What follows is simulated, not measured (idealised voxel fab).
Title: Process Module voxel gate over fins
cross-section cut | 175 nm wide | cells 5 nm
When this document writes out a cross-section, it uses a grid of square cells and lists it as bands, beginning at the top and moving down, with a band standing for one or more rows of cells.
The entry gives the band's vertical extent as a top height and a bottom height in nm, then its horizontal make-up as materials from left to right, each with a width in nm. "blank" stands for empty space; a single material marked "everywhere" fills the band edge to edge.
Counting heights begins at 0, where everything beneath is, in the wafer as received, one material. The lowest band has no bottom; it goes on downwards, as "top 0, no bottom" shows.
Note: "30->40" means the width goes from the first number (top row of the band) to the second number (bottom row) in equal steps per row of cells.
Step marked "nothing was modified"? Then no cell in the cross-section changed in it.
In the "Closed cavities" entry, you get each enclosed empty space of 8 cells or more, one with no open way to the top, written width x height at distance, distance from the left edge, in nm.
Heads up: the bit after the settings on a step's line is the simulator's remark on that step.
overlay nm: mask offset rightward from planned place, masked step; negative means leftward offset.
## Process steps (planned)
step 1: RECEIVE,material Si
step 2: CONFORMAL_DEP,material SiN,thk nm 10
step 3: MASKED_ETCH,tone cover,mask id FINS,width nm 15,pitch nm 35,etch materials SiN,depth nm 10,overlay nm 0
step 4: MASKED_ETCH,tone cover,mask id FINS,width nm 15,pitch nm 35,etch materials Si,depth nm 40,overlay nm 0
step 5: FILL_DEP,material SiO2,thk nm 10
step 6: CMP,height nm 10
step 7: SELECTIVE_ETCH,etch materials SiO2,depth nm 20
step 8: STRIP,etch materials SiN
step 9: CONFORMAL_DEP,material HfO2,thk nm 5
step 10: CONFORMAL_DEP,material TiN,thk nm 5
step 11: CONFORMAL_DEP,material TiAl,thk nm 5
step 12: CONFORMAL_DEP,material TiN,thk nm 5
step 13: FILL_DEP,material W,thk nm 10
step 14: CMP,height nm 25
step 15: CONFORMAL_DEP,material SiN,thk nm 10
## Cross-section of the wafer at receipt, which is the condition after step 1
  top 0, no bottom = Si everywhere
  Closed cavities: none
## End-of-module cross-section. Starting structure and process plan as above; one mistake made in running it
  top 35, bottom 25 = SiN everywhere
  top 25, bottom 20 = W everywhere
  top 20, bottom 15 = W: 40  TiAl: 90  W: 45
  top 15, bottom 10 = W: 40  TiAl: 5  TiN: 80  TiAl: 5  W: 45
  top 10, bottom 5 = TiAl: 45  TiN: 80  TiAl: 50
  top 5, bottom 0 = TiN: 55  HfO2: 25  TiN: 10  HfO2: 25  TiN: 60
  top 0, bottom -5 = TiN: 55  HfO2: 5  Si: 15  HfO2: 5  TiN: 10  HfO2: 5  Si: 15  HfO2: 5  TiN: 60
  top -5, bottom -10 = HfO2: 60  Si: 15  HfO2: 20  Si: 15  HfO2: 65
  top -10, bottom -40 = SiO2: 60  Si: 15  SiO2: 20  Si: 15  SiO2: 65
  top -40, no bottom = Si everywhere
  Closed cavities: none
Heads up, the wafer didn't run the way we planned it: transposition of steps 11 and 12 relative to the planned sequence
